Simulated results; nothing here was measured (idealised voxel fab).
The name of this process module is voxel self aligned vias.
The figure presents cross-section cut, which has a width of 140 nm and is divided into square cells with an edge length of 5 nm.
Just so we're on the same page, the cross-sections are grids of square cells, and they're listed out in bands top to bottom, each band one or more rows deep. Heights first: top, then bottom, in nm. Then materials, left to right, each with a width in nm. "throughout" on a single material: fills the band edge to edge. "air": empty space. Where do heights start? At 0: under that level the wafer as delivered is made of one material only. And the lowest band has no floor; it just carries on downward, as in "0 nm and below". A two-number width, for instance "30 to 40", indicates that the width is equal to the first number in the top row of the band and to the second number in the bottom row, and that it changes by a constant amount per row of cells. Reading "no modification" for a step: not a cell of the cross-section changed in it. Each empty space that has no open way to the top and spans at least 8 cells appears under "Closed internal voids" as width x height at distance, the distance counted from the left edge, all in nm. Past the settings on a step's line: simulator remark, on that step. Each step line may optionally specify "overlay nm", which for a step with a mask gives the rightward distance between the mask's planned place and where it lay, a negative value indicating the leftward direction.

Steps planned for the process:
1 op RECEIVE | material Si
2 op CONFORMAL_DEP | material SiO2 | thk nm 10
3 op CONFORMAL_DEP | material SiCN | thk nm 5
4 op DIRECTIONAL_DEP | material lowk | thk nm 25
5 op PATTERN | tone open | mask id LINES | material resist | width nm 20 | pitch nm 45 | thk nm 20 | overlay nm 0
6 op DIRECTIONAL_ETCH | etch materials lowk | depth nm 30
7 op STRIP | etch materials resist
8 op CONFORMAL_DEP | material TiN | thk nm 5
9 op FILL_DEP | material W | thk nm 10
10 op CMP | height nm 45
11 op SELECTIVE_ETCH | etch materials W Ru TiN | depth nm 10
12 op FILL_DEP | material SiN | thk nm 5
13 op CMP | height nm 45
14 op DIRECTIONAL_DEP | material lowk | thk nm 20
15 op DIRECTIONAL_DEP | material aC | thk nm 10
16 op PATTERN | tone open | mask id VIAS | material resist | width nm 30 | pitch nm 45 | thk nm 25 | overlay nm 0
17 op DIRECTIONAL_ETCH | etch materials aC | depth nm 10
18 op STRIP | etch materials resist
19 op DIRECTIONAL_ETCH | etch materials lowk | depth nm 20
20 op DIRECTIONAL_ETCH | etch materials SiN | depth nm 10
21 op STRIP | etch materials aC
22 op CONFORMAL_DEP | material TiN | thk nm 5
23 op FILL_DEP | material Cu | thk nm 10
24 op CMP | height nm 65
25 op CONFORMAL_DEP | material SiCN | thk nm 5
Across this set of wafers, the varied parameter is the thk nm of step 4. Starting conditions are identical for every wafer, and the plan reports the value assigned to the first wafer.

As received, i.e. after step 1: cross-section through the first of several wafers:
	0 nm and below: Si throughout
	Closed internal voids: none

So in this table every wafer gets its own row, and what you see is where it stands at the end of the module: for each material, how many cells it picked up (+) or gave up (-) since we received it, and after that its closed voids:
thk nm 25, +36 Cu, +56 SiCN, +16 SiN, +56 SiO2, +52 TiN, +12 W, +164 lowk, Closed internal voids: none
thk nm 30, +32 Cu, +56 SiCN, +56 SiO2, +52 TiN, +12 W, +184 lowk, Closed internal voids: none
thk nm 35, +32 Cu, +56 SiCN, +56 SiO2, +48 TiN, +8 W, +192 lowk, Closed internal voids: none
thk nm 40, +32 Cu, +56 SiCN, +56 SiO2, +44 TiN, +4 W, +200 lowk, Closed internal voids: none
thk nm 45, +32 Cu, +56 SiCN, +56 SiO2, +40 TiN, +208 lowk, Closed internal voids: none
